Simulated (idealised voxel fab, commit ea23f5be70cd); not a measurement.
process module | voxel trench capacitor
cross-section cut | 275 nm wide | cells 5 nm
Each cross-section below is a grid of square cells, stated as bands in top-down order, with one or more rows of cells making up each band. What a band's entry tells you: where the top is and where the bottom is, as heights in nm, and after that what lies inside, material by material from left to right, each with its width in nm. Empty space is written as the word "empty", and a single material marked with the word "everywhere" occupies the band from edge to edge. Height 0 is the level under which the wafer as received is all one material. The lowest band goes on downwards, as in "0 down". When a width is written as two numbers, as in "30 to 40", the first number is the width in the top row of cells of the band and the second is the width in its bottom row, and the width changes by the same amount from each row to the next. Reading "no alterations made" for a step: not a cell of the cross-section changed in it. The label "Tabulated closed voids" introduces a list of the empty spaces, 8 cells or larger, that have no open way up to the top; each entry in it reads width x height at distance, where the distance is taken from the left edge and all three are stated in nm. Past the settings on a step's line: simulator remark, on that step. The setting "overlay nm" may be written on the line of a step. When the step uses a mask, the value reports how far to the right of the planned place the mask lay, and a negative value reports that it lay to the left.

**List of planned process steps**
1 RECEIVE | material Si
2 CONFORMAL_DEP | material SiN | thk nm 10
3 MASKED_ETCH | tone open | mask id TRENCH | width nm 30 | pitch nm 60 | etch materials SiN | depth nm 10 | overlay nm 0
4 MASKED_ETCH | tone open | mask id TRENCH | width nm 30 | pitch nm 60 | etch materials Si | depth nm 25 | overlay nm 0
5 CONFORMAL_DEP | material Al2O3 | thk nm 5
6 CONFORMAL_DEP | material TiN | thk nm 5
7 FILL_DEP | material W | thk nm 10
8 CMP | height nm 10

**Delivered wafer in cross-section: state after step 1**
* 0 down | Si everywhere
* Tabulated closed voids: none

**This is how the wafer looks in cross-section once the module is done, given the starting state and plan above and one mistake in carrying the plan out**
* 10 to 5 | TiN=25 / Al2O3=5 / SiN=30 / Al2O3=5 / TiN=20 / Al2O3=5 / SiN=30 / Al2O3=5 / TiN=20 / Al2O3=5 / SiN=30 / Al2O3=5 / TiN=20 / Al2O3=5 / SiN=30 / Al2O3=5 / TiN=30
* 5 to 0 | Al2O3=30 / SiN=30 / Al2O3=30 / SiN=30 / Al2O3=30 / SiN=30 / Al2O3=30 / SiN=30 / Al2O3=35
* 0 down | Si everywhere
* Tabulated closed voids: none
Misprocessing identified: the process deviated at step 3: the operation and settings actually run there were MASKED_ETCH | tone cover | mask id TRENCH | width nm 30 | pitch nm 60 | etch materials SiN | depth nm 10 | overlay nm 0
